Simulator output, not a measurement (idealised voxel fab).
The process module presented herein is designated voxel trench capacitor.
Cross-section cut: width 220 nm, square cells of 5 nm.
Bands, listed from the top down, are how a cross-section gets written in this document; the cross-section itself is a grid of square cells, and a band is one or more rows of them. Band: top height; bottom height; in nm. Then, left to right: material with width in nm, for each material. "full width": a single material spanning edge to edge. "empty": empty space. Height 0 is the level under which the wafer as received is all one material. The lowest band goes on downwards, as in "0..down". The notation "30 to 40" denotes a width that varies across the rows of cells in the band, beginning at the first number in the top row, finishing at the second number in the bottom row, and changing by an identical amount from each row to the next. Given "nothing was modified" for a step, no cell of the cross-section differs between before and after that step. The list in "Enclosed void listing" covers empty spaces of 8 cells or more that cannot reach the top through any open way, and it gives each as width x height at distance; the distance is from the left edge, and width, height and distance are in nm. On a step's line, text after the settings is the simulator commenting on that step. You can add "overlay nm" to a step's line. For a step with a mask, it describes how far the mask lay to the right of its planned position, and a negative number describes a lay to the left.

SET OUT BELOW ARE THE PLANNED STEPS OF THE PROCESS
1. RECEIVE with material Si
2. CONFORMAL_DEP with material SiN, thk nm 5
3. DIRECTIONAL_DEP with material aC, thk nm 10
4. PATTERN with tone open, mask id TRENCH, material resist, width nm 25, pitch nm 40, thk nm 25, overlay nm 0
5. DIRECTIONAL_ETCH with etch materials aC, depth nm 10
6. STRIP with etch materials resist
7. DIRECTIONAL_ETCH with etch materials SiN, depth nm 5
8. DIRECTIONAL_ETCH with etch materials Si, depth nm 25
9. STRIP with etch materials aC
10. CONFORMAL_DEP with material SiO2, thk nm 5
11. FILL_DEP with material polySi, thk nm 5
12. CMP with height nm 5

FIRST WAFER, AS PLANNED

AS-RECEIVED STATE OF THE WAFER IN CROSS-SECTION, EQUIVALENT TO POST-STEP 1
	0..down = Si full width
	Enclosed void listing: none

AFTER STEP 2: WAFER CROSS-SECTION
	5..0 = SiN full width
	Nothing below the height 0 has changed.

AFTER STEP 3: WAFER CROSS-SECTION
	15..5 = aC full width
	Nothing below the height 5 has changed.

AFTER STEP 4: WAFER CROSS-SECTION
	40..15 = resist 35; empty 25; resist 15; empty 25; resist 15; empty 25; resist 15; empty 25; resist 40
	Nothing below the height 15 has changed.

AFTER STEP 5: WAFER CROSS-SECTION
	30..15 = resist 35; empty 25; resist 15; empty 25; resist 15; empty 25; resist 15; empty 25; resist 40
	15..5 = aC 35; empty 25; aC 15; empty 25; aC 15; empty 25; aC 15; empty 25; aC 40
	Nothing below the height 5 has changed.

AFTER STEP 6: WAFER CROSS-SECTION
	15..5 = aC 35; empty 25; aC 15; empty 25; aC 15; empty 25; aC 15; empty 25; aC 40
	Nothing below the height 5 has changed.

AFTER STEP 7: WAFER CROSS-SECTION
	15..5 = aC 35; empty 25; aC 15; empty 25; aC 15; empty 25; aC 15; empty 25; aC 40
	5..0 = SiN 35; empty 25; SiN 15; empty 25; SiN 15; empty 25; SiN 15; empty 25; SiN 40
	Nothing below the height 0 has changed.

AFTER STEP 8: WAFER CROSS-SECTION
	15..5 = aC 35; empty 25; aC 15; empty 25; aC 15; empty 25; aC 15; empty 25; aC 40
	5..0 = SiN 35; empty 25; SiN 15; empty 25; SiN 15; empty 25; SiN 15; empty 25; SiN 40
	0..-25 = Si 35; empty 25; Si 15; empty 25; Si 15; empty 25; Si 15; empty 25; Si 40
	Nothing below the height -25 has changed.

AFTER STEP 9: WAFER CROSS-SECTION
	5..0 = SiN 35; empty 25; SiN 15; empty 25; SiN 15; empty 25; SiN 15; empty 25; SiN 40
	Nothing below the height 0 has changed.

AFTER STEP 10: WAFER CROSS-SECTION
	10..5 = SiO2 40; empty 15; SiO2 25; empty 15; SiO2 25; empty 15; SiO2 25; empty 15; SiO2 45
	5..0 = SiN 35; SiO2 5; empty 15; SiO2 5; SiN 15; SiO2 5; empty 15; SiO2 5; SiN 15; SiO2 5; empty 15; SiO2 5; SiN 15; SiO2 5; empty 15; SiO2 5; SiN 40
	0..-20 = Si 35; SiO2 5; empty 15; SiO2 5; Si 15; SiO2 5; empty 15; SiO2 5; Si 15; SiO2 5; empty 15; SiO2 5; Si 15; SiO2 5; empty 15; SiO2 5; Si 40
	-20..-25 = Si 35; SiO2 25; Si 15; SiO2 25; Si 15; SiO2 25; Si 15; SiO2 25; Si 40
	Nothing below the height -25 has changed.

AFTER STEP 11: WAFER CROSS-SECTION
	15..10 = polySi full width
	10..5 = SiO2 40; polySi 15; SiO2 25; polySi 15; SiO2 25; polySi 15; SiO2 25; polySi 15; SiO2 45
	5..0 = SiN 35; SiO2 5; polySi 15; SiO2 5; SiN 15; SiO2 5; polySi 15; SiO2 5; SiN 15; SiO2 5; polySi 15; SiO2 5; SiN 15; SiO2 5; polySi 15; SiO2 5; SiN 40
	0..-20 = Si 35; SiO2 5; polySi 15; SiO2 5; Si 15; SiO2 5; polySi 15; SiO2 5; Si 15; SiO2 5; polySi 15; SiO2 5; Si 15; SiO2 5; polySi 15; SiO2 5; Si 40
	Nothing below the height -20 has changed.

AFTER STEP 12: WAFER CROSS-SECTION
	5..0 = SiN 35; SiO2 5; polySi 15; SiO2 5; SiN 15; SiO2 5; polySi 15; SiO2 5; SiN 15; SiO2 5; polySi 15; SiO2 5; SiN 15; SiO2 5; polySi 15; SiO2 5; SiN 40
	Nothing below the height 0 has changed.

SECOND WAFER. START AND PLAN AS FOR THE FIRST. ONE MISTAKE MADE IN RUNNING. AGREES WITH THE FIRST UP TO AND INCLUDING STEP 5

THE SECOND WAFER CUT THROUGH, AT THE TIME STEP 6 WAS SUPPOSED TO BE FINISHED
	30..15 = resist 35; empty 25; resist 15; empty 25; resist 15; empty 25; resist 15; empty 25; resist 40
	15..5 = aC 35; empty 25; aC 15; empty 25; aC 15; empty 25; aC 15; empty 25; aC 40
	5..0 = SiN 35; empty 25; SiN 15; empty 25; SiN 15; empty 25; SiN 15; empty 25; SiN 40
	Nothing below the height 0 has changed.

THE SECOND WAFER CUT THROUGH, AT THE TIME STEP 7 WAS SUPPOSED TO BE FINISHED
	15..5 = aC 35; empty 25; aC 15; empty 25; aC 15; empty 25; aC 15; empty 25; aC 40
	Nothing below the height 5 has changed.

THE SECOND WAFER CUT THROUGH, AT THE TIME STEP 8 WAS SUPPOSED TO BE FINISHED
	15..5 = aC 35; empty 25; aC 15; empty 25; aC 15; empty 25; aC 15; empty 25; aC 40
	5..0 = SiN 35; empty 25; SiN 15; empty 25; SiN 15; empty 25; SiN 15; empty 25; SiN 40
	0..-25 = Si 35; empty 25; Si 15; empty 25; Si 15; empty 25; Si 15; empty 25; Si 40
	Nothing below the height -25 has changed.

THE SECOND WAFER CUT THROUGH, AT THE TIME STEP 9 WAS SUPPOSED TO BE FINISHED
	5..0 = SiN 35; empty 25; SiN 15; empty 25; SiN 15; empty 25; SiN 15; empty 25; SiN 40
	Nothing below the height 0 has changed.

THE SECOND WAFER CUT THROUGH, AT THE TIME STEP 10 WAS SUPPOSED TO BE FINISHED
	10..5 = SiO2 40; empty 15; SiO2 25; empty 15; SiO2 25; empty 15; SiO2 25; empty 15; SiO2 45
	5..0 = SiN 35; SiO2 5; empty 15; SiO2 5; SiN 15; SiO2 5; empty 15; SiO2 5; SiN 15; SiO2 5; empty 15; SiO2 5; SiN 15; SiO2 5; empty 15; SiO2 5; SiN 40
	0..-20 = Si 35; SiO2 5; empty 15; SiO2 5; Si 15; SiO2 5; empty 15; SiO2 5; Si 15; SiO2 5; empty 15; SiO2 5; Si 15; SiO2 5; empty 15; SiO2 5; Si 40
	-20..-25 = Si 35; SiO2 25; Si 15; SiO2 25; Si 15; SiO2 25; Si 15; SiO2 25; Si 40
	Nothing below the height -25 has changed.

THE SECOND WAFER CUT THROUGH, AT THE TIME STEP 11 WAS SUPPOSED TO BE FINISHED
	15..10 = polySi full width
	10..5 = SiO2 40; polySi 15; SiO2 25; polySi 15; SiO2 25; polySi 15; SiO2 25; polySi 15; SiO2 45
	5..0 = SiN 35; SiO2 5; polySi 15; SiO2 5; SiN 15; SiO2 5; polySi 15; SiO2 5; SiN 15; SiO2 5; polySi 15; SiO2 5; SiN 15; SiO2 5; polySi 15; SiO2 5; SiN 40
	0..-20 = Si 35; SiO2 5; polySi 15; SiO2 5; Si 15; SiO2 5; polySi 15; SiO2 5; Si 15; SiO2 5; polySi 15; SiO2 5; Si 15; SiO2 5; polySi 15; SiO2 5; Si 40
	Nothing below the height -20 has changed.

THE SECOND WAFER CUT THROUGH, AT THE TIME STEP 12 WAS SUPPOSED TO BE FINISHED
	5..0 = SiN 35; SiO2 5; polySi 15; SiO2 5; SiN 15; SiO2 5; polySi 15; SiO2 5; SiN 15; SiO2 5; polySi 15; SiO2 5; SiN 15; SiO2 5; polySi 15; SiO2 5; SiN 40
	Nothing below the height 0 has changed.
Where did the run depart from the plan? the intended sequence of steps 6 and 7 was reversed during processing, with each occupying the position of the other
Outcome: the two wafer cross-sections end up identical, and the model's computation is unaffected by the mistake.
